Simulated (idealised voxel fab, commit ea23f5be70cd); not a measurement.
This section sets out a process module, namely voxel double patterning.
For reference, the cross-section in this document is cut, with width 200 nm and square cells of 5 nm.
Each cross-section below is a grid of square cells, stated as bands in top-down order, with one or more rows of cells making up each band.
Quick guide to a band line: top height, bottom height (nm) up front; then every material left to right with its width in nm. Only one material and it's marked "everywhere"? Then it fills the band edge to edge. And "empty" just means empty space.
Heights from 0 (as-received wafer is one material below). Bottom band endless downward, as "z 0 and below".
Width: "30 to 40" (first number = top row, second number = bottom row, same change from row to row of cells).
"nothing altered", as given for a step, is the statement that not any cell of the cross-section underwent a change during that step.
Empty spaces counting at least 8 cells and having no open way to the top are listed in "Closed voids list". The notation width x height at distance is used for each, the distance being from the left edge and all three values in nm.
Note: text after step settings on the step line = simulator remark on that step.
The line of a step may include "overlay nm". On a step with a mask, this value is how far to the right of its planned place the mask lay. A negative value means the mask lay to the left.
# The planned process steps are enumerated hereunder
1) op RECEIVE | material Si
2) op CONFORMAL_DEP | material SiO2 | thk nm 10
3) op DIRECTIONAL_DEP | material W | thk nm 10
4) op DIRECTIONAL_DEP | material SiN | thk nm 10
5) op MASKED_ETCH | tone open | mask id FIRST | width nm 15 | pitch nm 50 | etch materials SiN | depth nm 10 | overlay nm 0
6) op MASKED_ETCH | tone open | mask id SECOND | width nm 15 | etch materials SiN | depth nm 10 | overlay nm 0
7) op DIRECTIONAL_ETCH | etch materials W | depth nm 10
8) op STRIP | etch materials SiN
# Cross-section, incoming material, after step 1
> z 0 and below = Si everywhere
> Closed voids list: none
# First wafer of two, sectioned at end of module; run went per plan
> z 20 to 10 = 65 nm W, 15 nm empty, 10 nm W, 15 nm empty, 10 nm W, 15 nm empty, 70 nm W
> z 10 to 0 = SiO2 everywhere
> z 0 and below = Si everywhere
> Closed voids list: none
# Wafer two, end of module, cross-section. Same start, same plan as wafer one. One mistake in the run
> z 20 to 10 = 65 nm W, 15 nm empty, 10 nm W, 15 nm empty, 10 nm W, 15 nm empty, 70 nm W
> z 10 to 0 = W everywhere
> z 0 and below = Si everywhere
> Closed voids list: none
Plan not followed: it should be noted that step 2 was executed with settings other than those planned, the operation and settings actually applied being op CONFORMAL_DEP | material W | thk nm 10
Counted in cells at the end, the second wafer holds more or fewer of these materials than the first: -80 SiO2 | +80 W
